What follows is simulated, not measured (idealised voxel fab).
Title: Process Module voxel wiring stack
This is section cut - it's 260 nm across, gridded in 5 nm square cells.
Cross-sections here: square-cell grids, written as top-down lists of bands, a band being one or more rows of cells.
Band: top height; bottom height; in nm. Then, left to right: material with width in nm, for each material. "throughout": a single material spanning edge to edge. "air": empty space.
Heights are measured from 0, the level below which the as-received wafer is all one material; the lowest band has no bottom and continues downward, written as in "z 0 and below".
The two numbers in a width such as "30..40" mark its ends across the band: the first belongs to the top row of cells, the second to the bottom row, and from each row to the next the width moves by the same amount.
"no change" (step): cross-section cells unchanged, all of them.
Reported under the label "Closed internal cavities" are the empty spaces having no open way to the top and comprising 8 cells or more; the notation for each is width x height at distance, in which the distance is measured from the left edge and all three values are in nm.
Text after the settings on a step's line: the simulator's own remark on that step.
The optional step-line setting "overlay nm" applies to steps with a mask and quantifies how far to the right of its planned location the mask lay, a negative value indicating leftward placement.
[Intended process steps]
1,RECEIVE | material Si
2,CONFORMAL_DEP | material SiO2 | thk nm 10
3,CONFORMAL_DEP | material SiN | thk nm 5
4,DIRECTIONAL_DEP | material lowk | thk nm 20
5,PATTERN | tone open | mask id METAL_1 | material resist | width nm 20 | pitch nm 40 | thk nm 15 | overlay nm 0
6,DIRECTIONAL_ETCH | etch materials lowk | depth nm 20
7,DIRECTIONAL_ETCH | etch materials SiN | depth nm 5
8,STRIP | etch materials resist
9,CONFORMAL_DEP | material TiN | thk nm 5
10,FILL_DEP | material Cu | thk nm 10
11,CMP | height nm 35
12,EPI | material Ru | thk nm 5
13,FILL_DEP | material SiCN | thk nm 5
14,DIRECTIONAL_DEP | material SiO2 | thk nm 15
15,MASKED_ETCH | tone open | mask id PLUG_1 | width nm 15 | pitch nm 40 | etch materials SiO2 | depth nm 15 | overlay nm 0
16,MASKED_ETCH | tone open | mask id PLUG_1 | width nm 15 | pitch nm 40 | etch materials SiCN | depth nm 5 | overlay nm 0
17,EPI | material Ru | thk nm 10
18,EPI | material Ru | thk nm 10
19,CONFORMAL_DEP | material SiN | thk nm 5
20,DIRECTIONAL_DEP | material SiO2 | thk nm 25
21,PATTERN | tone open | mask id METAL_2 | material resist | width nm 20 | pitch nm 40 | thk nm 15 | overlay nm 0
22,DIRECTIONAL_ETCH | etch materials SiO2 | depth nm 25
23,DIRECTIONAL_ETCH | etch materials SiN | depth nm 5
24,STRIP | etch materials resist
25,CONFORMAL_DEP | material TiN | thk nm 5
26,FILL_DEP | material W | thk nm 5
27,CMP | height nm 90
28,EPI | material Ru | thk nm 5
29,FILL_DEP | material SiCN | thk nm 5
30,DIRECTIONAL_DEP | material lowk | thk nm 35
31,MASKED_ETCH | tone open | mask id METAL_3 | width nm 20 | pitch nm 40 | etch materials lowk | depth nm 20 | overlay nm 0
32,DIRECTIONAL_DEP | material aC | thk nm 15
33,PATTERN | tone open | mask id METAL_3_HOLES | material resist | width nm 15 | pitch nm 80 | thk nm 35 | overlay nm 0
34,DIRECTIONAL_ETCH | etch materials aC | depth nm 15
35,STRIP | etch materials resist
36,DIRECTIONAL_ETCH | etch materials lowk | depth nm 15
37,DIRECTIONAL_ETCH | etch materials SiCN | depth nm 5
38,STRIP | etch materials aC
39,CONFORMAL_DEP | material TiN | thk nm 5
40,FILL_DEP | material Ru | thk nm 10
41,CMP | height nm 135
42,CONFORMAL_DEP | material SiCN | thk nm 5
[Wafer as received: cross-section following step 1]
z 0 and below  Si throughout
Closed internal cavities: none
[Cross-sectional view of the first of the two wafers upon completion of the module, processed in accordance with the plan]
z 140 to 135  SiCN throughout
z 135 to 120  lowk (60) / TiN (5) / Ru (10) / TiN (5) / lowk (20) / TiN (5) / Ru (10) / TiN (5) / lowk (20) / TiN (5) / Ru (10) / TiN (5) / lowk (20) / TiN (5) / Ru (10) / TiN (5) / lowk (60)
z 120 to 115  lowk (60) / TiN (5) / Ru (5) / TiN (10) / lowk (20) / TiN (20) / lowk (20) / TiN (5) / Ru (5) / TiN (10) / lowk (20) / TiN (20) / lowk (60)
z 115 to 100  lowk (60) / TiN (5) / Ru (5) / TiN (5) / lowk (65) / TiN (5) / Ru (5) / TiN (5) / lowk (105)
z 100 to 95  SiCN (60) / TiN (15) / SiCN (65) / TiN (15) / SiCN (105)
z 95 to 90  SiCN (55) / Ru (30) / SiCN (10) / Ru (30) / SiCN (10) / Ru (30) / SiCN (10) / Ru (30) / SiCN (55)
z 90 to 65  SiO2 (60) / TiN (5) / W (10) / TiN (5) / SiO2 (20) / TiN (5) / W (10) / TiN (5) / SiO2 (20) / TiN (5) / W (10) / TiN (5) / SiO2 (20) / TiN (5) / W (10) / TiN (5) / SiO2 (60)
z 65 to 60  SiN (60) / TiN (20) / SiN (20) / TiN (20) / SiN (20) / TiN (20) / SiN (20) / TiN (20) / SiN (60)
z 60 to 45  SiO2 (60) / Ru (15) / SiO2 (25) / Ru (15) / SiO2 (25) / Ru (15) / SiO2 (25) / Ru (15) / SiO2 (65)
z 45 to 35  SiCN (60..55) / Ru (15..30) / SiCN (25..10) / Ru (15..30) / SiCN (25..10) / Ru (15..30) / SiCN (25..10) / Ru (15..30) / SiCN (65..55)
z 35 to 15  lowk (60) / TiN (5) / Cu (10) / TiN (5) / lowk (20) / TiN (5) / Cu (10) / TiN (5) / lowk (20) / TiN (5) / Cu (10) / TiN (5) / lowk (20) / TiN (5) / Cu (10) / TiN (5) / lowk (60)
z 15 to 10  SiN (60) / TiN (20) / SiN (20) / TiN (20) / SiN (20) / TiN (20) / SiN (20) / TiN (20) / SiN (60)
z 10 to 0  SiO2 throughout
z 0 and below  Si throughout
Closed internal cavities: none
[Cross-sectional image of the second wafer of the two following completion of the module. Starting state and process plan were the same as for the first wafer; one execution error occurred]
z 140 to 135  SiCN throughout
z 135 to 120  lowk (60) / TiN (5) / Ru (10) / TiN (5) / lowk (20) / TiN (5) / Ru (10) / TiN (5) / lowk (20) / TiN (5) / Ru (10) / TiN (5) / lowk (20) / TiN (5) / Ru (10) / TiN (5) / lowk (60)
z 120 to 115  lowk (60) / TiN (5) / Ru (5) / TiN (10) / lowk (20) / TiN (20) / lowk (20) / TiN (5) / Ru (5) / TiN (10) / lowk (20) / TiN (20) / lowk (60)
z 115 to 100  lowk (60) / TiN (5) / Ru (5) / TiN (5) / lowk (65) / TiN (5) / Ru (5) / TiN (5) / lowk (105)
z 100 to 95  SiCN (60) / TiN (15) / SiCN (65) / TiN (15) / SiCN (105)
z 95 to 90  SiCN (60) / Ru (20) / SiCN (20) / Ru (20) / SiCN (20) / Ru (20) / SiCN (20) / Ru (20) / SiCN (60)
z 90 to 65  SiO2 (65) / W (10) / SiO2 (30) / W (10) / SiO2 (30) / W (10) / SiO2 (30) / W (10) / SiO2 (65)
z 65 to 60  SiN (60) / SiO2 (20) / SiN (20) / SiO2 (20) / SiN (20) / SiO2 (20) / SiN (20) / SiO2 (20) / SiN (60)
z 60 to 45  SiO2 (60) / Ru (15) / SiO2 (25) / Ru (15) / SiO2 (25) / Ru (15) / SiO2 (25) / Ru (15) / SiO2 (65)
z 45 to 35  SiCN (60..55) / Ru (15..30) / SiCN (25..10) / Ru (15..30) / SiCN (25..10) / Ru (15..30) / SiCN (25..10) / Ru (15..30) / SiCN (65..55)
z 35 to 15  lowk (60) / TiN (5) / Cu (10) / TiN (5) / lowk (20) / TiN (5) / Cu (10) / TiN (5) / lowk (20) / TiN (5) / Cu (10) / TiN (5) / lowk (20) / TiN (5) / Cu (10) / TiN (5) / lowk (60)
z 15 to 10  SiN (60) / TiN (20) / SiN (20) / TiN (20) / SiN (20) / TiN (20) / SiN (20) / TiN (20) / SiN (60)
z 10 to 0  SiO2 throughout
z 0 and below  Si throughout
Closed internal cavities: none
What was done differently from what was planned? it should be noted that step 25 was executed with settings other than those planned, the operation and settings actually applied being CONFORMAL_DEP | material SiO2 | thk nm 5
Count the cells at the end and the second wafer has more or fewer of some materials than the first: Ru -8 | SiCN +8 | SiO2 +56 | TiN -56
